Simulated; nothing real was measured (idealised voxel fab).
Process module, titled voxel capacitor over wiring
The width of the displayed cross-section, cut, is 205 nm; its cells are square, with a size of 5 nm.
How to read a cross-section here: the picture is a grid of square cells, written as bands going from the top down, and any band can span one or more rows of cells. Heads up on the band format: heights come first, top then bottom, in nm. After that it's the materials left to right, each with its width in nm. A single material flagged "edge to edge" fills the whole band edge to edge, and "empty" means there's empty space there. For the purposes of this specification, 0 denotes the height below which the wafer in its as-received condition is composed wholly of one material, and the lowermost band, lacking a lower limit, extends downward without end, as expressed in "top 0, no bottom". Quick explanation for "30->40": the width changes in equal steps down the rows of cells, from the first number in the band's top row to the second number in its bottom row. Step marked "nothing was modified"? Then no cell in the cross-section changed in it. Basically, "Listed closed voids" tells you about the enclosed voids: empty spaces with no open way to the top, 8 cells or bigger, each written width x height at distance, where distance is from the left edge, all in nm. Text after the settings on a step's line: the simulator's own remark on that step. The "overlay nm" setting may appear on a step's line; for a step that uses a mask, it gives how far to the right of its planned position the mask lay, and a negative value indicates the left.

**These are the steps we planned for the process**
- 1: RECEIVE | material Si
- 2: CONFORMAL_DEP | material SiO2 | thk nm 10
- 3: DIRECTIONAL_DEP | material TiN | thk nm 5
- 4: DIRECTIONAL_DEP | material Ru | thk nm 20
- 5: DIRECTIONAL_DEP | material aC | thk nm 10
- 6: PATTERN | tone cover | mask id METAL_1 | material resist | width nm 30 | pitch nm 90 | thk nm 30 | overlay nm 0
- 7: DIRECTIONAL_ETCH | etch materials aC | depth nm 10
- 8: STRIP | etch materials resist
- 9: DIRECTIONAL_ETCH | etch materials Ru | depth nm 20
- 10: DIRECTIONAL_ETCH | etch materials TiN | depth nm 5
- 11: STRIP | etch materials aC
- 12: FILL_DEP | material lowk | thk nm 10
- 13: CMP | height nm 35
- 14: CONFORMAL_DEP | material SiCN | thk nm 5
- 15: DIRECTIONAL_DEP | material lowk | thk nm 15
- 16: DIRECTIONAL_DEP | material aC | thk nm 10
- 17: PATTERN | tone open | mask id PLUG_1 | material resist | width nm 15 | thk nm 30 | overlay nm 0
- 18: DIRECTIONAL_ETCH | etch materials aC | depth nm 10
- 19: STRIP | etch materials resist
- 20: DIRECTIONAL_ETCH | etch materials lowk | depth nm 15
- 21: DIRECTIONAL_ETCH | etch materials SiCN | depth nm 5
- 22: STRIP | etch materials aC
- 23: EPI | material Ru | thk nm 10
- 24: EPI | material Ru | thk nm 10
- 25: DIRECTIONAL_DEP | material TiN | thk nm 10
- 26: DIRECTIONAL_DEP | material HfO2 | thk nm 5
- 27: DIRECTIONAL_DEP | material TiN | thk nm 5
- 28: DIRECTIONAL_DEP | material aC | thk nm 10
- 29: PATTERN | tone cover | mask id UPPER_PLATE | material resist | width nm 65 | thk nm 30 | overlay nm 0
- 30: DIRECTIONAL_ETCH | etch materials aC | depth nm 10
- 31: STRIP | etch materials resist
- 32: DIRECTIONAL_ETCH | etch materials TiN | depth nm 5
- 33: DIRECTIONAL_ETCH | etch materials HfO2 | depth nm 5
- 34: STRIP | etch materials aC
- 35: PATTERN | tone cover | mask id LOWER_PLATE | material resist | width nm 75 | thk nm 20 | overlay nm 0
- 36: DIRECTIONAL_ETCH | etch materials TiN | depth nm 10
- 37: STRIP | etch materials resist
- 38: FILL_DEP | material SiO2 | thk nm 15
- 39: CMP | height nm 85
- 40: PATTERN | tone open | mask id PLUG_2 | material resist | width nm 15 | thk nm 15 | overlay nm 0
- 41: DIRECTIONAL_ETCH | etch materials SiO2 | depth nm 10
- 42: STRIP | etch materials resist
- 43: CONFORMAL_DEP | material TiN | thk nm 5
- 44: FILL_DEP | material Cu | thk nm 10
- 45: CMP | height nm 85
- 46: CONFORMAL_DEP | material SiCN | thk nm 5

**as received, after step 1**
top 0, no bottom: Si edge to edge
Listed closed voids: none

**Post-module cross-section of the first of two wafers (run per plan)**
top 90, bottom 85: SiCN edge to edge
top 85, bottom 80: SiO2 65 | TiN 5 | Cu 5 | TiN 5 | SiO2 125
top 80, bottom 70: SiO2 65->55 | TiN 15->65 | SiO2 125->85
top 70, bottom 65: SiO2 55 | HfO2 65 | SiO2 85
top 65, bottom 55: SiO2 50 | TiN 75 | SiO2 80
top 55, bottom 40: lowk 55 | Ru 15 | lowk 135
top 40, bottom 35: SiCN 55 | Ru 15 | SiCN 135
top 35, bottom 15: lowk 40 | Ru 30 | lowk 60 | Ru 30 | lowk 45
top 15, bottom 10: lowk 40 | TiN 30 | lowk 60 | TiN 30 | lowk 45
top 10, bottom 0: SiO2 edge to edge
top 0, no bottom: Si edge to edge
Listed closed voids: none

**This is the second of the two wafers, cross-sectioned at the end of the module; it started exactly like the first and was given the same plan, but it was run with one mistake**
top 90, bottom 85: SiCN edge to edge
top 85, bottom 80: SiO2 65 | TiN 5 | Cu 5 | TiN 5 | SiO2 125
top 80, bottom 70: SiO2 65->70 | TiN 15->50 | SiO2 125->85
top 70, bottom 65: SiO2 70 | HfO2 50 | SiO2 85
top 65, bottom 55: SiO2 50 | TiN 5 | SiO2 15 | TiN 55 | SiO2 80
top 55, bottom 50: lowk 55 | TiN 15 | lowk 135
top 50, bottom 45: lowk 55 | HfO2 15 | lowk 135
top 45, bottom 40: lowk 55 | TiN 15 | lowk 135
top 40, bottom 35: SiCN 55 | TiN 15 | SiCN 135
top 35, bottom 25: lowk edge to edge
top 25, bottom 5: lowk 40 | Ru 30 | lowk 60 | Ru 30 | lowk 45
top 5, bottom 0: lowk 40 | TiN 30 | lowk 60 | TiN 30 | lowk 45
top 0, no bottom: Si edge to edge
Listed closed voids: none
What broke from the plan during processing? heads up, step 2 of the plan was skipped and never actually ran
It is noted that, at the conclusion of processing, the second wafer exhibits a higher or lower cell count for certain materials relative to the first: 12 fewer of Ru | 70 fewer of SiO2 | 82 more of lowk
